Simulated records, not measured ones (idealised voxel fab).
The following process module bears the name voxel air gaps.
Cross-section cut: width 220 nm, square cells of 5 nm.
Cross-section spec: square-cell grid; bands listed top down; each band is one or more rows. Within each band entry, the heights of the top and of the bottom of the band appear first, in that order and in nm; the materials of the band then follow from left to right, each with its corresponding width in nm. The designation "throughout" on a single material indicates that it fills the band from edge to edge; the designation "blank" indicates empty space. We count height from 0. Below that, the starting wafer is all one material. The lowest band never ends at the bottom but goes on down; see "top 0, no bottom" for how that is written. The two numbers in a width such as "30..40" mark its ends across the band: the first belongs to the top row of cells, the second to the bottom row, and from each row to the next the width moves by the same amount. It should be understood that the words "stayed the same", when stated for a given step, signify that the cross-section underwent no change in any of its cells during that step. So "Closed internal voids" is basically the list of trapped voids: any empty space of 8 cells or more that can't reach the top through an opening. They're written width x height at distance, the distance being from the left edge, and it's all nm. Text after the settings on a step's line: the simulator's own remark on that step. overlay nm: how far to the right of its planned place the mask lay on this masked step (negative: to the left).

Steps planned for the process
1. RECEIVE: material Si
2. CONFORMAL_DEP: material SiO2, thk nm 10
3. CONFORMAL_DEP: material SiN, thk nm 5
4. DIRECTIONAL_DEP: material lowk, thk nm 35
5. DIRECTIONAL_DEP: material aC, thk nm 15
6. PATTERN: tone open, mask id LINES, material resist, width nm 25, pitch nm 50, thk nm 30, overlay nm 0
7. DIRECTIONAL_ETCH: etch materials aC, depth nm 15
8. STRIP: etch materials resist
9. DIRECTIONAL_ETCH: etch materials lowk, depth nm 35
10. STRIP: etch materials aC
11. CONFORMAL_DEP: material TiN, thk nm 5
12. FILL_DEP: material Ru, thk nm 5
13. CMP: height nm 50
14. EPI: material Ru, thk nm 10
15. SELECTIVE_ETCH: etch materials lowk, depth nm 45
16. CONFORMAL_DEP: material SiCN, thk nm 5

First wafer of two (run as planned)

As-received wafer cross-section (after step 1)
- top 0, no bottom | Si throughout
- Closed internal voids: none

After step 2
- top 10, bottom 0 | SiO2 throughout
- Below 0 it's all the same as before, nothing changed down there.

After step 3
- top 15, bottom 10 | SiN throughout
- Below 10 it's all the same as before, nothing changed down there.

After step 4
- top 50, bottom 15 | lowk throughout
- Below 15 it's all the same as before, nothing changed down there.

After step 5
- top 65, bottom 50 | aC throughout
- Below 50 it's all the same as before, nothing changed down there.

After step 6
- top 95, bottom 65 | resist=20, blank=25, resist=25, blank=25, resist=25, blank=25, resist=25, blank=25, resist=25
- Below 65 it's all the same as before, nothing changed down there.

After step 7
- top 80, bottom 65 | resist=20, blank=25, resist=25, blank=25, resist=25, blank=25, resist=25, blank=25, resist=25
- top 65, bottom 50 | aC=20, blank=25, aC=25, blank=25, aC=25, blank=25, aC=25, blank=25, aC=25
- Below 50 it's all the same as before, nothing changed down there.

After step 8
- top 65, bottom 50 | aC=20, blank=25, aC=25, blank=25, aC=25, blank=25, aC=25, blank=25, aC=25
- Below 50 it's all the same as before, nothing changed down there.

After step 9
- top 65, bottom 50 | aC=20, blank=25, aC=25, blank=25, aC=25, blank=25, aC=25, blank=25, aC=25
- top 50, bottom 15 | lowk=20, blank=25, lowk=25, blank=25, lowk=25, blank=25, lowk=25, blank=25, lowk=25
- Below 15 it's all the same as before, nothing changed down there.

After step 10
- top 50, bottom 15 | lowk=20, blank=25, lowk=25, blank=25, lowk=25, blank=25, lowk=25, blank=25, lowk=25
- Below 15 it's all the same as before, nothing changed down there.

After step 11
- top 55, bottom 50 | TiN=25, blank=15, TiN=35, blank=15, TiN=35, blank=15, TiN=35, blank=15, TiN=30
- top 50, bottom 20 | lowk=20, TiN=5, blank=15, TiN=5, lowk=25, TiN=5, blank=15, TiN=5, lowk=25, TiN=5, blank=15, TiN=5, lowk=25, TiN=5, blank=15, TiN=5, lowk=25
- top 20, bottom 15 | lowk=20, TiN=25, lowk=25, TiN=25, lowk=25, TiN=25, lowk=25, TiN=25, lowk=25
- Below 15 it's all the same as before, nothing changed down there.

After step 12
- top 60, bottom 55 | Ru throughout
- top 55, bottom 50 | TiN=25, Ru=15, TiN=35, Ru=15, TiN=35, Ru=15, TiN=35, Ru=15, TiN=30
- top 50, bottom 20 | lowk=20, TiN=5, Ru=15, TiN=5, lowk=25, TiN=5, Ru=15, TiN=5, lowk=25, TiN=5, Ru=15, TiN=5, lowk=25, TiN=5, Ru=15, TiN=5, lowk=25
- Below 20 it's all the same as before, nothing changed down there.

After step 13
- top 50, bottom 20 | lowk=20, TiN=5, Ru=15, TiN=5, lowk=25, TiN=5, Ru=15, TiN=5, lowk=25, TiN=5, Ru=15, TiN=5, lowk=25, TiN=5, Ru=15, TiN=5, lowk=25
- Below 20 it's all the same as before, nothing changed down there.

After step 14
- top 60, bottom 50 | blank=10, Ru=45, blank=5, Ru=45, blank=5, Ru=45, blank=5, Ru=45, blank=15
- Below 50 it's all the same as before, nothing changed down there.

After step 15
- top 60, bottom 50 | blank=10, Ru=45, blank=5, Ru=45, blank=5, Ru=45, blank=5, Ru=45, blank=15
- top 50, bottom 20 | blank=20, TiN=5, Ru=15, TiN=5, blank=25, TiN=5, Ru=15, TiN=5, blank=25, TiN=5, Ru=15, TiN=5, blank=25, TiN=5, Ru=15, TiN=5, blank=25
- top 20, bottom 15 | blank=20, TiN=25, blank=25, TiN=25, blank=25, TiN=25, blank=25, TiN=25, blank=25
- Below 15 it's all the same as before, nothing changed down there.

After step 16
- top 65, bottom 60 | blank=5, SiCN=205, blank=10
- top 60, bottom 50 | blank=5, SiCN=5, Ru=45, SiCN=5, Ru=45, SiCN=5, Ru=45, SiCN=5, Ru=45, SiCN=5, blank=10
- top 50, bottom 45 | blank=5, SiCN=15, TiN=5, Ru=15, TiN=5, SiCN=25, TiN=5, Ru=15, TiN=5, SiCN=25, TiN=5, Ru=15, TiN=5, SiCN=25, TiN=5, Ru=15, TiN=5, SiCN=15, blank=10
- top 45, bottom 20 | blank=15, SiCN=5, TiN=5, Ru=15, TiN=5, SiCN=5, blank=15, SiCN=5, TiN=5, Ru=15, TiN=5, SiCN=5, blank=15, SiCN=5, TiN=5, Ru=15, TiN=5, SiCN=5, blank=15, SiCN=5, TiN=5, Ru=15, TiN=5, SiCN=5, blank=20
- top 20, bottom 15 | SiCN=20, TiN=25, SiCN=25, TiN=25, SiCN=25, TiN=25, SiCN=25, TiN=25, SiCN=25
- Below 15 it's all the same as before, nothing changed down there.
- Closed internal voids: 15 x 25 at 50; 15 x 25 at 100; 15 x 25 at 150

Second wafer: same start and same plan as the first, one execution error; identical to the first through step 1

Second wafer profile in section, at the moment step 2 of the plan was meant to be complete
- top 15, bottom 0 | SiO2 throughout
- Below 0 it's all the same as before, nothing changed down there.

Second wafer profile in section, at the moment step 3 of the plan was meant to be complete
- top 20, bottom 15 | SiN throughout
- Below 15 it's all the same as before, nothing changed down there.

Second wafer profile in section, at the moment step 4 of the plan was meant to be complete
- top 55, bottom 20 | lowk throughout
- Below 20 it's all the same as before, nothing changed down there.

Second wafer profile in section, at the moment step 5 of the plan was meant to be complete
- top 70, bottom 55 | aC throughout
- Below 55 it's all the same as before, nothing changed down there.

Second wafer profile in section, at the moment step 6 of the plan was meant to be complete
- top 100, bottom 70 | resist=20, blank=25, resist=25, blank=25, resist=25, blank=25, resist=25, blank=25, resist=25
- Below 70 it's all the same as before, nothing changed down there.

Second wafer profile in section, at the moment step 7 of the plan was meant to be complete
- top 85, bottom 70 | resist=20, blank=25, resist=25, blank=25, resist=25, blank=25, resist=25, blank=25, resist=25
- top 70, bottom 55 | aC=20, blank=25, aC=25, blank=25, aC=25, blank=25, aC=25, blank=25, aC=25
- Below 55 it's all the same as before, nothing changed down there.

Second wafer profile in section, at the moment step 8 of the plan was meant to be complete
- top 70, bottom 55 | aC=20, blank=25, aC=25, blank=25, aC=25, blank=25, aC=25, blank=25, aC=25
- Below 55 it's all the same as before, nothing changed down there.

Second wafer profile in section, at the moment step 9 of the plan was meant to be complete
- top 70, bottom 55 | aC=20, blank=25, aC=25, blank=25, aC=25, blank=25, aC=25, blank=25, aC=25
- top 55, bottom 20 | lowk=20, blank=25, lowk=25, blank=25, lowk=25, blank=25, lowk=25, blank=25, lowk=25
- Below 20 it's all the same as before, nothing changed down there.

Second wafer profile in section, at the moment step 10 of the plan was meant to be complete
- top 55, bottom 20 | lowk=20, blank=25, lowk=25, blank=25, lowk=25, blank=25, lowk=25, blank=25, lowk=25
- Below 20 it's all the same as before, nothing changed down there.

Second wafer profile in section, at the moment step 11 of the plan was meant to be complete
- top 60, bottom 55 | TiN=25, blank=15, TiN=35, blank=15, TiN=35, blank=15, TiN=35, blank=15, TiN=30
- top 55, bottom 25 | lowk=20, TiN=5, blank=15, TiN=5, lowk=25, TiN=5, blank=15, TiN=5, lowk=25, TiN=5, blank=15, TiN=5, lowk=25, TiN=5, blank=15, TiN=5, lowk=25
- top 25, bottom 20 | lowk=20, TiN=25, lowk=25, TiN=25, lowk=25, TiN=25, lowk=25, TiN=25, lowk=25
- Below 20 it's all the same as before, nothing changed down there.

Second wafer profile in section, at the moment step 12 of the plan was meant to be complete
- top 65, bottom 60 | Ru throughout
- top 60, bottom 55 | TiN=25, Ru=15, TiN=35, Ru=15, TiN=35, Ru=15, TiN=35, Ru=15, TiN=30
- top 55, bottom 25 | lowk=20, TiN=5, Ru=15, TiN=5, lowk=25, TiN=5, Ru=15, TiN=5, lowk=25, TiN=5, Ru=15, TiN=5, lowk=25, TiN=5, Ru=15, TiN=5, lowk=25
- Below 25 it's all the same as before, nothing changed down there.

Second wafer profile in section, at the moment step 13 of the plan was meant to be complete
- top 50, bottom 25 | lowk=20, TiN=5, Ru=15, TiN=5, lowk=25, TiN=5, Ru=15, TiN=5, lowk=25, TiN=5, Ru=15, TiN=5, lowk=25, TiN=5, Ru=15, TiN=5, lowk=25
- Below 25 it's all the same as before, nothing changed down there.

Second wafer profile in section, at the moment step 14 of the plan was meant to be complete
- top 60, bottom 50 | blank=10, Ru=45, blank=5, Ru=45, blank=5, Ru=45, blank=5, Ru=45, blank=15
- Below 50 it's all the same as before, nothing changed down there.

Second wafer profile in section, at the moment step 15 of the plan was meant to be complete
- top 60, bottom 50 | blank=10, Ru=45, blank=5, Ru=45, blank=5, Ru=45, blank=5, Ru=45, blank=15
- top 50, bottom 25 | blank=20, TiN=5, Ru=15, TiN=5, blank=25, TiN=5, Ru=15, TiN=5, blank=25, TiN=5, Ru=15, TiN=5, blank=25, TiN=5, Ru=15, TiN=5, blank=25
- top 25, bottom 20 | blank=20, TiN=25, blank=25, TiN=25, blank=25, TiN=25, blank=25, TiN=25, blank=25
- Below 20 it's all the same as before, nothing changed down there.

Second wafer profile in section, at the moment step 16 of the plan was meant to be complete
- top 65, bottom 60 | blank=5, SiCN=205, blank=10
- top 60, bottom 50 | blank=5, SiCN=5, Ru=45, SiCN=5, Ru=45, SiCN=5, Ru=45, SiCN=5, Ru=45, SiCN=5, blank=10
- top 50, bottom 45 | blank=5, SiCN=15, TiN=5, Ru=15, TiN=5, SiCN=25, TiN=5, Ru=15, TiN=5, SiCN=25, TiN=5, Ru=15, TiN=5, SiCN=25, TiN=5, Ru=15, TiN=5, SiCN=15, blank=10
- top 45, bottom 25 | blank=15, SiCN=5, TiN=5, Ru=15, TiN=5, SiCN=5, blank=15, SiCN=5, TiN=5, Ru=15, TiN=5, SiCN=5, blank=15, SiCN=5, TiN=5, Ru=15, TiN=5, SiCN=5, blank=15, SiCN=5, TiN=5, Ru=15, TiN=5, SiCN=5, blank=20
- top 25, bottom 20 | SiCN=20, TiN=25, SiCN=25, TiN=25, SiCN=25, TiN=25, SiCN=25, TiN=25, SiCN=25
- Below 20 it's all the same as before, nothing changed down there.
- Closed internal voids: 15 x 20 at 50; 15 x 20 at 100; 15 x 20 at 150
What was done differently from what was planned? contrary to plan, step 2 was performed as CONFORMAL_DEP: material SiO2, thk nm 15
Per the end-of-run cell counts, the second wafer holds more or fewer of some materials than the first: Ru: 12 fewer, SiCN: 8 fewer, SiO2: 44 more, TiN: 8 fewer
